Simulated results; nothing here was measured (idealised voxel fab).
You're looking at the process module voxel ribs on slabs.
The cross-section on display is named cut; it measures 200 nm wide, and its cells are 5 nm squares.
In what follows, cross-sections appear as grids of square cells, described through bands that run from the top down, where every band is one or more rows of cells.
Look at the band entry: it leads with the top's height and the bottom's height in nm. Then it lists the materials left to right, with a width in nm for each. The word "full width" on a single material says that material fills the band edge to edge. The word "air" is empty space.
Heights are expressed relative to 0, this being the level below which the as-received wafer comprises one material exclusively. The lowest band is unbounded in the downward direction and is denoted as in "0 -> down".
The notation "30..40" denotes a width that varies across the rows of cells in the band, beginning at the first number in the top row, finishing at the second number in the bottom row, and changing by an identical amount from each row to the next.
The cross-section has no changed cell in any step marked "identical to before".
If an empty space has no open way to the top and is at least 8 cells in size, "Completely sealed voids" lists it, written width x height at distance, where distance is measured from the left edge and every value is in nm.
It should be noted that, on the line of a given step, the content following the step's settings is a remark produced by the simulator itself with respect to that step.
overlay nm: mask offset rightward from planned place, masked step; negative means leftward offset.

[Intended process steps]
1 RECEIVE with material Si
2 DIRECTIONAL_DEP with material SiO2, thk nm 25
3 DIRECTIONAL_DEP with material polySi, thk nm 25
4 PATTERN with tone cover, mask id RIB, material resist, width nm 15, thk nm 15, overlay nm 0
5 DIRECTIONAL_ETCH with etch materials polySi, depth nm 15
6 STRIP with etch materials resist
7 PATTERN with tone cover, mask id SLAB, material resist, width nm 45, thk nm 20, overlay nm 0
8 DIRECTIONAL_ETCH with etch materials polySi, depth nm 10
9 STRIP with etch materials resist
10 FILL_DEP with material SiO2, thk nm 25
11 CMP with height nm 70
12 DIRECTIONAL_DEP with material W, thk nm 5
13 DIRECTIONAL_DEP with material aC, thk nm 10
14 PATTERN with tone cover, mask id HEATER, material resist, width nm 15, thk nm 25, overlay nm 0
15 DIRECTIONAL_ETCH with etch materials aC, depth nm 10
16 STRIP with etch materials resist
17 DIRECTIONAL_ETCH with etch materials W, depth nm 5
18 STRIP with etch materials aC
19 CONFORMAL_DEP with material SiN, thk nm 5
The width nm used in step 14 is not the same on every wafer, whereas the starting condition is; the value printed in the plan is the first wafer's.

[As-received cross-section, first of several wafers, post step 1]
> 0 -> down  Si full width
> Completely sealed voids: none

[Depicted here is the first of several wafers in cross-section, at module completion following the last step, step 19]
> 80 -> 75  air (85), then SiN (25), then air (90)
> 75 -> 70  SiN (90), then W (15), then SiN (95)
> 70 -> 50  SiO2 full width
> 50 -> 35  SiO2 (90), then polySi (15), then SiO2 (95)
> 35 -> 25  SiO2 (75), then polySi (45), then SiO2 (80)
> 25 -> 0  SiO2 full width
> 0 -> down  Si full width
> Completely sealed voids: none

[Showing the last wafer in cross-section at the end of the module]
> 80 -> 75  air (75), then SiN (50), then air (75)
> 75 -> 70  SiN (80), then W (40), then SiN (80)
> 70 -> 50  SiO2 full width
> 50 -> 35  SiO2 (90), then polySi (15), then SiO2 (95)
> 35 -> 25  SiO2 (75), then polySi (45), then SiO2 (80)
> 25 -> 0  SiO2 full width
> 0 -> down  Si full width
> Completely sealed voids: none

[The rows of the table below are wafers. Looking at the end of the module, a row counts, for every material, the cells the wafer has gained, shown as (+), or lost, shown as (-), since it was received; its closed voids come next]
width nm 15, +42 SiN, +533 SiO2, +3 W, +27 polySi, Completely sealed voids: none
width nm 20, +42 SiN, +533 SiO2, +4 W, +27 polySi, Completely sealed voids: none
width nm 25, +42 SiN, +533 SiO2, +5 W, +27 polySi, Completely sealed voids: none
width nm 30, +42 SiN, +533 SiO2, +6 W, +27 polySi, Completely sealed voids: none
width nm 35, +42 SiN, +533 SiO2, +7 W, +27 polySi, Completely sealed voids: none
width nm 40, +42 SiN, +533 SiO2, +8 W, +27 polySi, Completely sealed voids: none
